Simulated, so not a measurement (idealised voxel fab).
process module | voxel ribs on slabs
cross-section cut | 165 nm wide | cells 5 nm
A cross-section is a grid of square cells, given in bands from the top down. A band is one or more rows of cells.
Each band's line starts with the height of the band's top and of its bottom, in nm. Then come its materials from left to right, each with its width in nm. One material with "throughout" fills the band from edge to edge. "air" is empty space.
Height 0 is the level under which the wafer as received is all one material. The lowest band goes on downwards, as in "0 down".
A width such as "30 to 40" changes by the same amount from each row of cells to the next, from the band's top row to its bottom row.
"no change" after a step means that no cell of the cross-section changed.
closed voids: empty space of 8 cells or more with no open way to the top, each as width x height at its distance from the left edge, in nm
after a step's settings: what the simulator itself notes on the step
overlay nm, on a step with a mask: how far to the right of its planned place the mask lay; to the left if negative
Each pair below shows a cross-section before one step and the cross-section after it, down to the lowest band that changed. The line under each pair gives the step between them, with its settings. The pairs can come from different runs of this module on the same starting wafer, so a pair continues from the pair above only where its "before" says so.
before
  0 down: Si throughout
  closed voids: none
after
  20 to 0: SiO2 throughout
  below 0: unchanged
  closed voids: none
the step between: op DIRECTIONAL_DEP | material SiO2 | thk nm 20
before: the cross-section after the pair above
after
  35 to 20: SiN throughout
  below 20: unchanged
  closed voids: none
the step between: op DIRECTIONAL_DEP | material SiN | thk nm 15
before: the cross-section after the pair above
after
  55 to 35: air 75 | resist 15 | air 75
  below 35: unchanged
  closed voids: none
the step between: op PATTERN | tone cover | mask id RIB | material resist | width nm 15 | thk nm 20 | overlay nm 0
before: the cross-section after the pair above
after
  55 to 35: air 75 | resist 15 | air 75
  35 to 30: air 75 | SiN 15 | air 75
  below 30: unchanged
  closed voids: none
the step between: op DIRECTIONAL_ETCH | etch materials SiN | depth nm 5
before: the cross-section after the pair above
after
  35 to 30: air 75 | SiN 15 | air 75
  below 30: unchanged
  closed voids: none
the step between: op STRIP | etch materials resist
before: the cross-section after the pair above
after
  35 to 30: air 75 | SiN 15 | air 75
  30 to 20: air 55 | SiN 55 | air 55
  below 20: unchanged
  closed voids: none
the step between: op MASKED_ETCH | tone cover | mask id SLAB | width nm 55 | etch materials SiN | depth nm 10 | overlay nm 0
before: the cross-section after the pair above
after
  60 to 35: SiO2 throughout
  35 to 30: SiO2 75 | SiN 15 | SiO2 75
  30 to 20: SiO2 55 | SiN 55 | SiO2 55
  below 20: unchanged
  closed voids: none
the step between: op FILL_DEP | material SiO2 | thk nm 25
before: the cross-section after the pair above
after
  55 to 35: SiO2 throughout
  below 35: unchanged
  closed voids: none
the step between: op CMP | height nm 55
before: the cross-section after the pair above
after
  65 to 55: TiN throughout
  below 55: unchanged
  closed voids: none
the step between: op DIRECTIONAL_DEP | material TiN | thk nm 10
before: the cross-section after the pair above
after
  75 to 65: aC throughout
  below 65: unchanged
  closed voids: none
the step between: op DIRECTIONAL_DEP | material aC | thk nm 10
before: the cross-section after the pair above
after
  105 to 75: air 70 | resist 25 | air 70
  below 75: unchanged
  closed voids: none
the step between: op PATTERN | tone cover | mask id HEATER | material resist | width nm 25 | thk nm 30 | overlay nm 0
before: the cross-section after the pair above
after
  95 to 75: air 70 | resist 25 | air 70
  75 to 65: air 70 | aC 25 | air 70
  below 65: unchanged
  closed voids: none
the step between: op DIRECTIONAL_ETCH | etch materials aC | depth nm 10
before: the cross-section after the pair above
after
  75 to 65: air 70 | aC 25 | air 70
  below 65: unchanged
  closed voids: none
the step between: op STRIP | etch materials resist
before: the cross-section after the pair above
after
  75 to 65: air 70 | aC 25 | air 70
  65 to 55: air 70 | TiN 25 | air 70
  below 55: unchanged
  closed voids: none
the step between: op DIRECTIONAL_ETCH | etch materials TiN | depth nm 10
before: the cross-section after the pair above
after
  65 to 55: air 70 | TiN 25 | air 70
  below 55: unchanged
  closed voids: none
the step between: op STRIP | etch materials aC
before: the cross-section after the pair above
after
  75 to 65: air 60 | SiO2 45 | air 60
  65 to 55: SiO2 70 | TiN 25 | SiO2 70
  below 55: unchanged
  closed voids: none
the step between: op CONFORMAL_DEP | material SiO2 | thk nm 10
before
  20 to 0: SiO2 throughout
  0 down: Si throughout
  closed voids: none
after
  40 to 0: SiO2 throughout
  below 0: unchanged
  closed voids: none
the step between: op DIRECTIONAL_DEP | material SiO2 | thk nm 20
before: the cross-section after the pair above
after
  55 to 40: SiN throughout
  below 40: unchanged
  closed voids: none
the step between: op DIRECTIONAL_DEP | material SiN | thk nm 15
before: the cross-section after the pair above
after
  75 to 55: air 75 | resist 15 | air 75
  below 55: unchanged
  closed voids: none
the step between: op PATTERN | tone cover | mask id RIB | material resist | width nm 15 | thk nm 20 | overlay nm 0
before: the cross-section after the pair above
after
  75 to 55: air 75 | resist 15 | air 75
  55 to 50: air 75 | SiN 15 | air 75
  below 50: unchanged
  closed voids: none
the step between: op DIRECTIONAL_ETCH | etch materials SiN | depth nm 5
before: the cross-section after the pair above
after
  55 to 50: air 75 | SiN 15 | air 75
  below 50: unchanged
  closed voids: none
the step between: op STRIP | etch materials resist
before: the cross-section after the pair above
after
  55 to 50: air 75 | SiN 15 | air 75
  50 to 40: air 55 | SiN 55 | air 55
  below 40: unchanged
  closed voids: none
the step between: op MASKED_ETCH | tone cover | mask id SLAB | width nm 55 | etch materials SiN | depth nm 10 | overlay nm 0
before: the cross-section after the pair above
after
  80 to 55: SiO2 throughout
  55 to 50: SiO2 75 | SiN 15 | SiO2 75
  50 to 40: SiO2 55 | SiN 55 | SiO2 55
  below 40: unchanged
  closed voids: none
the step between: op FILL_DEP | material SiO2 | thk nm 25
before: the cross-section after the pair above
after
  55 to 50: SiO2 75 | SiN 15 | SiO2 75
  below 50: unchanged
  closed voids: none
the step between: op CMP | height nm 55
before: the cross-section after the pair above
after
  65 to 55: TiN throughout
  below 55: unchanged
  closed voids: none
the step between: op DIRECTIONAL_DEP | material TiN | thk nm 10
before: the cross-section after the pair above
after
  75 to 65: aC throughout
  below 65: unchanged
  closed voids: none
the step between: op DIRECTIONAL_DEP | material aC | thk nm 10
before: the cross-section after the pair above
after
  105 to 75: air 70 | resist 25 | air 70
  below 75: unchanged
  closed voids: none
the step between: op PATTERN | tone cover | mask id HEATER | material resist | width nm 25 | thk nm 30 | overlay nm 0
before: the cross-section after the pair above
after
  95 to 75: air 70 | resist 25 | air 70
  75 to 65: air 70 | aC 25 | air 70
  below 65: unchanged
  closed voids: none
the step between: op DIRECTIONAL_ETCH | etch materials aC | depth nm 10
before: the cross-section after the pair above
after
  75 to 65: air 70 | aC 25 | air 70
  below 65: unchanged
  closed voids: none
the step between: op STRIP | etch materials resist
before: the cross-section after the pair above
after
  75 to 65: air 70 | aC 25 | air 70
  65 to 55: air 70 | TiN 25 | air 70
  below 55: unchanged
  closed voids: none
the step between: op DIRECTIONAL_ETCH | etch materials TiN | depth nm 10
before: the cross-section after the pair above
after
  65 to 55: air 70 | TiN 25 | air 70
  below 55: unchanged
  closed voids: none
the step between: op STRIP | etch materials aC
before: the cross-section after the pair above
after
  75 to 65: air 60 | SiO2 45 | air 60
  65 to 55: SiO2 70 | TiN 25 | SiO2 70
  below 55: unchanged
  closed voids: none
the step between: op CONFORMAL_DEP | material SiO2 | thk nm 10
before
  20 to 0: SiO2 throughout
  0 down: Si throughout
  closed voids: none
after
  40 to 20: air 75 | resist 15 | air 75
  below 20: unchanged
  closed voids: none
the step between: op PATTERN | tone cover | mask id RIB | material resist | width nm 15 | thk nm 20 | overlay nm 0
before: the cross-section after the pair above
after
  55 to 40: air 75 | SiN 15 | air 75
  40 to 35: air 75 | resist 15 | air 75
  35 to 20: SiN 75 | resist 15 | SiN 75
  below 20: unchanged
  closed voids: none
the step between: op DIRECTIONAL_DEP | material SiN | thk nm 15
before: the cross-section after the pair above
after
  50 to 40: air 75 | SiN 15 | air 75
  40 to 30: air 75 | resist 15 | air 75
  below 30: unchanged
  closed voids: none
the step between: op DIRECTIONAL_ETCH | etch materials SiN | depth nm 5
before: the cross-section after the pair above
after
  30 to 20: SiN 75 | air 15 | SiN 75
  below 20: unchanged
  closed voids: none
the step between: op STRIP | etch materials resist
before: the cross-section after the pair above
after
  30 to 20: air 55 | SiN 20 | air 15 | SiN 20 | air 55
  below 20: unchanged
  closed voids: none
the step between: op MASKED_ETCH | tone cover | mask id SLAB | width nm 55 | etch materials SiN | depth nm 10 | overlay nm 0
before: the cross-section after the pair above
after
  55 to 30: SiO2 throughout
  30 to 20: SiO2 55 | SiN 20 | SiO2 15 | SiN 20 | SiO2 55
  below 20: unchanged
  closed voids: none
the step between: op FILL_DEP | material SiO2 | thk nm 25
before: the cross-section after the pair above
after
  65 to 55: TiN throughout
  below 55: unchanged
  closed voids: none
the step between: op DIRECTIONAL_DEP | material TiN | thk nm 10
before: the cross-section after the pair above
after
  75 to 65: aC throughout
  below 65: unchanged
  closed voids: none
the step between: op DIRECTIONAL_DEP | material aC | thk nm 10
before: the cross-section after the pair above
after
  105 to 75: air 70 | resist 25 | air 70
  below 75: unchanged
  closed voids: none
the step between: op PATTERN | tone cover | mask id HEATER | material resist | width nm 25 | thk nm 30 | overlay nm 0
before: the cross-section after the pair above
after
  95 to 75: air 70 | resist 25 | air 70
  75 to 65: air 70 | aC 25 | air 70
  below 65: unchanged
  closed voids: none
the step between: op DIRECTIONAL_ETCH | etch materials aC | depth nm 10
before: the cross-section after the pair above
after
  75 to 65: air 70 | aC 25 | air 70
  below 65: unchanged
  closed voids: none
the step between: op STRIP | etch materials resist
before: the cross-section after the pair above
after
  75 to 65: air 70 | aC 25 | air 70
  65 to 55: air 70 | TiN 25 | air 70
  below 55: unchanged
  closed voids: none
the step between: op DIRECTIONAL_ETCH | etch materials TiN | depth nm 10
before: the cross-section after the pair above
after
  65 to 55: air 70 | TiN 25 | air 70
  below 55: unchanged
  closed voids: none
the step between: op STRIP | etch materials aC
before: the cross-section after the pair above
after
  75 to 65: air 60 | SiO2 45 | air 60
  65 to 55: SiO2 70 | TiN 25 | SiO2 70
  below 55: unchanged
  closed voids: none
the step between: op CONFORMAL_DEP | material SiO2 | thk nm 10
before
  0 down: Si throughout
  closed voids: none
after
  30 to 0: SiO2 throughout
  below 0: unchanged
  closed voids: none
the step between: op DIRECTIONAL_DEP | material SiO2 | thk nm 30
before: the cross-section after the pair above
after
  45 to 30: SiN throughout
  below 30: unchanged
  closed voids: none
the step between: op DIRECTIONAL_DEP | material SiN | thk nm 15
before: the cross-section after the pair above
after
  65 to 45: air 75 | resist 15 | air 75
  below 45: unchanged
  closed voids: none
the step between: op PATTERN | tone cover | mask id RIB | material resist | width nm 15 | thk nm 20 | overlay nm 0
before: the cross-section after the pair above
after
  65 to 45: air 75 | resist 15 | air 75
  45 to 40: air 75 | SiN 15 | air 75
  below 40: unchanged
  closed voids: none
the step between: op DIRECTIONAL_ETCH | etch materials SiN | depth nm 5
before: the cross-section after the pair above
after
  45 to 40: air 75 | SiN 15 | air 75
  below 40: unchanged
  closed voids: none
the step between: op STRIP | etch materials resist
before: the cross-section after the pair above
after
  45 to 40: air 75 | SiN 15 | air 75
  40 to 30: air 55 | SiN 55 | air 55
  below 30: unchanged
  closed voids: none
the step between: op MASKED_ETCH | tone cover | mask id SLAB | width nm 55 | etch materials SiN | depth nm 10 | overlay nm 0
before: the cross-section after the pair above
after
  70 to 45: SiO2 throughout
  45 to 40: SiO2 75 | SiN 15 | SiO2 75
  40 to 30: SiO2 55 | SiN 55 | SiO2 55
  below 30: unchanged
  closed voids: none
the step between: op FILL_DEP | material SiO2 | thk nm 25
before: the cross-section after the pair above
after
  55 to 45: SiO2 throughout
  below 45: unchanged
  closed voids: none
the step between: op CMP | height nm 55
before: the cross-section after the pair above
after
  65 to 55: TiN throughout
  below 55: unchanged
  closed voids: none
the step between: op DIRECTIONAL_DEP | material TiN | thk nm 10
before: the cross-section after the pair above
after
  75 to 65: aC throughout
  below 65: unchanged
  closed voids: none
the step between: op DIRECTIONAL_DEP | material aC | thk nm 10
before: the cross-section after the pair above
after
  105 to 75: air 70 | resist 25 | air 70
  below 75: unchanged
  closed voids: none
the step between: op PATTERN | tone cover | mask id HEATER | material resist | width nm 25 | thk nm 30 | overlay nm 0
before: the cross-section after the pair above
after
  95 to 75: air 70 | resist 25 | air 70
  75 to 65: air 70 | aC 25 | air 70
  below 65: unchanged
  closed voids: none
the step between: op DIRECTIONAL_ETCH | etch materials aC | depth nm 10
before: the cross-section after the pair above
after
  75 to 65: air 70 | aC 25 | air 70
  below 65: unchanged
  closed voids: none
the step between: op STRIP | etch materials resist
before: the cross-section after the pair above
after
  75 to 65: air 70 | aC 25 | air 70
  65 to 55: air 70 | TiN 25 | air 70
  below 55: unchanged
  closed voids: none
the step between: op DIRECTIONAL_ETCH | etch materials TiN | depth nm 10
before: the cross-section after the pair above
after
  65 to 55: air 70 | TiN 25 | air 70
  below 55: unchanged
  closed voids: none
the step between: op STRIP | etch materials aC
before: the cross-section after the pair above
after
  75 to 65: air 60 | SiO2 45 | air 60
  65 to 55: SiO2 70 | TiN 25 | SiO2 70
  below 55: unchanged
  closed voids: none
the step between: op CONFORMAL_DEP | material SiO2 | thk nm 10
before
  75 to 65: aC throughout
  65 to 55: TiN throughout
  55 to 35: SiO2 throughout
  35 to 30: SiO2 75 | SiN 15 | SiO2 75
  30 to 20: SiO2 55 | SiN 55 | SiO2 55
  20 to 0: SiO2 throughout
  0 down: Si throughout
  closed voids: none
after
  105 to 75: air 65 | resist 35 | air 65
  below 75: unchanged
  closed voids: none
the step between: op PATTERN | tone cover | mask id HEATER | material resist | width nm 35 | thk nm 30 | overlay nm 0
before: the cross-section after the pair above
after
  95 to 75: air 65 | resist 35 | air 65
  75 to 65: air 65 | aC 35 | air 65
  below 65: unchanged
  closed voids: none
the step between: op DIRECTIONAL_ETCH | etch materials aC | depth nm 10
before: the cross-section after the pair above
after
  75 to 65: air 65 | aC 35 | air 65
  below 65: unchanged
  closed voids: none
the step between: op STRIP | etch materials resist
before: the cross-section after the pair above
after
  75 to 65: air 65 | aC 35 | air 65
  65 to 55: air 65 | TiN 35 | air 65
  below 55: unchanged
  closed voids: none
the step between: op DIRECTIONAL_ETCH | etch materials TiN | depth nm 10
before: the cross-section after the pair above
after
  65 to 55: air 65 | TiN 35 | air 65
  below 55: unchanged
  closed voids: none
the step between: op STRIP | etch materials aC
before: the cross-section after the pair above
after
  75 to 65: air 55 | SiO2 55 | air 55
  65 to 55: SiO2 65 | TiN 35 | SiO2 65
  below 55: unchanged
  closed voids: none
the step between: op CONFORMAL_DEP | material SiO2 | thk nm 10
before
  35 to 20: SiN throughout
  20 to 0: SiO2 throughout
  0 down: Si throughout
  closed voids: none
after
  55 to 35: air 85 | resist 15 | air 65
  below 35: unchanged
  closed voids: none
the step between: op PATTERN | tone cover | mask id RIB | material resist | width nm 15 | thk nm 20 | overlay nm 10
before: the cross-section after the pair above
after
  55 to 35: air 85 | resist 15 | air 65
  35 to 30: air 85 | SiN 15 | air 65
  below 30: unchanged
  closed voids: none
the step between: op DIRECTIONAL_ETCH | etch materials SiN | depth nm 5
before: the cross-section after the pair above
after
  35 to 30: air 85 | SiN 15 | air 65
  below 30: unchanged
  closed voids: none
the step between: op STRIP | etch materials resist
before: the cross-section after the pair above
after
  35 to 30: air 85 | SiN 15 | air 65
  30 to 20: air 55 | SiN 55 | air 55
  below 20: unchanged
  closed voids: none
the step between: op MASKED_ETCH | tone cover | mask id SLAB | width nm 55 | etch materials SiN | depth nm 10 | overlay nm 0
before: the cross-section after the pair above
after
  60 to 35: SiO2 throughout
  35 to 30: SiO2 85 | SiN 15 | SiO2 65
  30 to 20: SiO2 55 | SiN 55 | SiO2 55
  below 20: unchanged
  closed voids: none
the step between: op FILL_DEP | material SiO2 | thk nm 25
before: the cross-section after the pair above
after
  55 to 35: SiO2 throughout
  below 35: unchanged
  closed voids: none
the step between: op CMP | height nm 55
before: the cross-section after the pair above
after
  65 to 55: TiN throughout
  below 55: unchanged
  closed voids: none
the step between: op DIRECTIONAL_DEP | material TiN | thk nm 10
before: the cross-section after the pair above
after
  75 to 65: aC throughout
  below 65: unchanged
  closed voids: none
the step between: op DIRECTIONAL_DEP | material aC | thk nm 10
before: the cross-section after the pair above
after
  105 to 75: air 70 | resist 25 | air 70
  below 75: unchanged
  closed voids: none
the step between: op PATTERN | tone cover | mask id HEATER | material resist | width nm 25 | thk nm 30 | overlay nm 0
before: the cross-section after the pair above
after
  95 to 75: air 70 | resist 25 | air 70
  75 to 65: air 70 | aC 25 | air 70
  below 65: unchanged
  closed voids: none
the step between: op DIRECTIONAL_ETCH | etch materials aC | depth nm 10
before: the cross-section after the pair above
after
  75 to 65: air 70 | aC 25 | air 70
  below 65: unchanged
  closed voids: none
the step between: op STRIP | etch materials resist
before: the cross-section after the pair above
after
  75 to 65: air 70 | aC 25 | air 70
  65 to 55: air 70 | TiN 25 | air 70
  below 55: unchanged
  closed voids: none
the step between: op DIRECTIONAL_ETCH | etch materials TiN | depth nm 10
before: the cross-section after the pair above
after
  65 to 55: air 70 | TiN 25 | air 70
  below 55: unchanged
  closed voids: none
the step between: op STRIP | etch materials aC
before: the cross-section after the pair above
after
  75 to 65: air 60 | SiO2 45 | air 60
  65 to 55: SiO2 70 | TiN 25 | SiO2 70
  below 55: unchanged
  closed voids: none
the step between: op CONFORMAL_DEP | material SiO2 | thk nm 10
before
  35 to 30: air 75 | SiN 15 | air 75
  30 to 20: air 55 | SiN 55 | air 55
  20 to 0: SiO2 throughout
  0 down: Si throughout
  closed voids: none
after
  60 to 20: SiN throughout
  below 20: unchanged
  closed voids: none
the step between: op FILL_DEP | material SiN | thk nm 25
before: the cross-section after the pair above
after
  55 to 20: SiN throughout
  below 20: unchanged
  closed voids: none
the step between: op CMP | height nm 55
before: the cross-section after the pair above
after
  65 to 55: TiN throughout
  below 55: unchanged
  closed voids: none
the step between: op DIRECTIONAL_DEP | material TiN | thk nm 10
before: the cross-section after the pair above
after
  75 to 65: aC throughout
  below 65: unchanged
  closed voids: none
the step between: op DIRECTIONAL_DEP | material aC | thk nm 10
before: the cross-section after the pair above
after
  105 to 75: air 70 | resist 25 | air 70
  below 75: unchanged
  closed voids: none
the step between: op PATTERN | tone cover | mask id HEATER | material resist | width nm 25 | thk nm 30 | overlay nm 0
before: the cross-section after the pair above
after
  95 to 75: air 70 | resist 25 | air 70
  75 to 65: air 70 | aC 25 | air 70
  below 65: unchanged
  closed voids: none
the step between: op DIRECTIONAL_ETCH | etch materials aC | depth nm 10
before: the cross-section after the pair above
after
  75 to 65: air 70 | aC 25 | air 70
  below 65: unchanged
  closed voids: none
the step between: op STRIP | etch materials resist
before: the cross-section after the pair above
after
  75 to 65: air 70 | aC 25 | air 70
  65 to 55: air 70 | TiN 25 | air 70
  below 55: unchanged
  closed voids: none
the step between: op DIRECTIONAL_ETCH | etch materials TiN | depth nm 10
before: the cross-section after the pair above
after
  65 to 55: air 70 | TiN 25 | air 70
  below 55: unchanged
  closed voids: none
the step between: op STRIP | etch materials aC
before: the cross-section after the pair above
after
  75 to 65: air 60 | SiO2 45 | air 60
  65 to 55: SiO2 70 | TiN 25 | SiO2 70
  below 55: unchanged
  closed voids: none
the step between: op CONFORMAL_DEP | material SiO2 | thk nm 10
before
  35 to 20: SiN throughout
  20 to 0: SiO2 throughout
  0 down: Si throughout
  closed voids: none
after
  55 to 35: resist 75 | air 15 | resist 75
  below 35: unchanged
  closed voids: none
the step between: op PATTERN | tone open | mask id RIB | material resist | width nm 15 | thk nm 20 | overlay nm 0
before: the cross-section after the pair above
after
  55 to 35: resist 75 | air 15 | resist 75
  35 to 30: SiN 75 | air 15 | SiN 75
  below 30: unchanged
  closed voids: none
the step between: op DIRECTIONAL_ETCH | etch materials SiN | depth nm 5
before: the cross-section after the pair above
after
  35 to 30: SiN 75 | air 15 | SiN 75
  below 30: unchanged
  closed voids: none
the step between: op STRIP | etch materials resist
before: the cross-section after the pair above
after
  35 to 30: air 55 | SiN 20 | air 15 | SiN 20 | air 55
  30 to 25: air 55 | SiN 55 | air 55
  below 25: unchanged
  closed voids: none
the step between: op MASKED_ETCH | tone cover | mask id SLAB | width nm 55 | etch materials SiN | depth nm 10 | overlay nm 0
before: the cross-section after the pair above
after
  60 to 35: SiO2 throughout
  35 to 30: SiO2 55 | SiN 20 | SiO2 15 | SiN 20 | SiO2 55
  30 to 25: SiO2 55 | SiN 55 | SiO2 55
  below 25: unchanged
  closed voids: none
the step between: op FILL_DEP | material SiO2 | thk nm 25
before: the cross-section after the pair above
after
  55 to 35: SiO2 throughout
  below 35: unchanged
  closed voids: none
the step between: op CMP | height nm 55
before: the cross-section after the pair above
after
  65 to 55: TiN throughout
  below 55: unchanged
  closed voids: none
the step between: op DIRECTIONAL_DEP | material TiN | thk nm 10
before: the cross-section after the pair above
after
  75 to 65: aC throughout
  below 65: unchanged
  closed voids: none
the step between: op DIRECTIONAL_DEP | material aC | thk nm 10
before: the cross-section after the pair above
after
  105 to 75: air 70 | resist 25 | air 70
  below 75: unchanged
  closed voids: none
the step between: op PATTERN | tone cover | mask id HEATER | material resist | width nm 25 | thk nm 30 | overlay nm 0
before: the cross-section after the pair above
after
  95 to 75: air 70 | resist 25 | air 70
  75 to 65: air 70 | aC 25 | air 70
  below 65: unchanged
  closed voids: none
the step between: op DIRECTIONAL_ETCH | etch materials aC | depth nm 10
before: the cross-section after the pair above
after
  75 to 65: air 70 | aC 25 | air 70
  below 65: unchanged
  closed voids: none
the step between: op STRIP | etch materials resist
before: the cross-section after the pair above
after
  75 to 65: air 70 | aC 25 | air 70
  65 to 55: air 70 | TiN 25 | air 70
  below 55: unchanged
  closed voids: none
the step between: op DIRECTIONAL_ETCH | etch materials TiN | depth nm 10
before: the cross-section after the pair above
after
  65 to 55: air 70 | TiN 25 | air 70
  below 55: unchanged
  closed voids: none
the step between: op STRIP | etch materials aC
before: the cross-section after the pair above
after
  75 to 65: air 60 | SiO2 45 | air 60
  65 to 55: SiO2 70 | TiN 25 | SiO2 70
  below 55: unchanged
  closed voids: none
the step between: op CONFORMAL_DEP | material SiO2 | thk nm 10
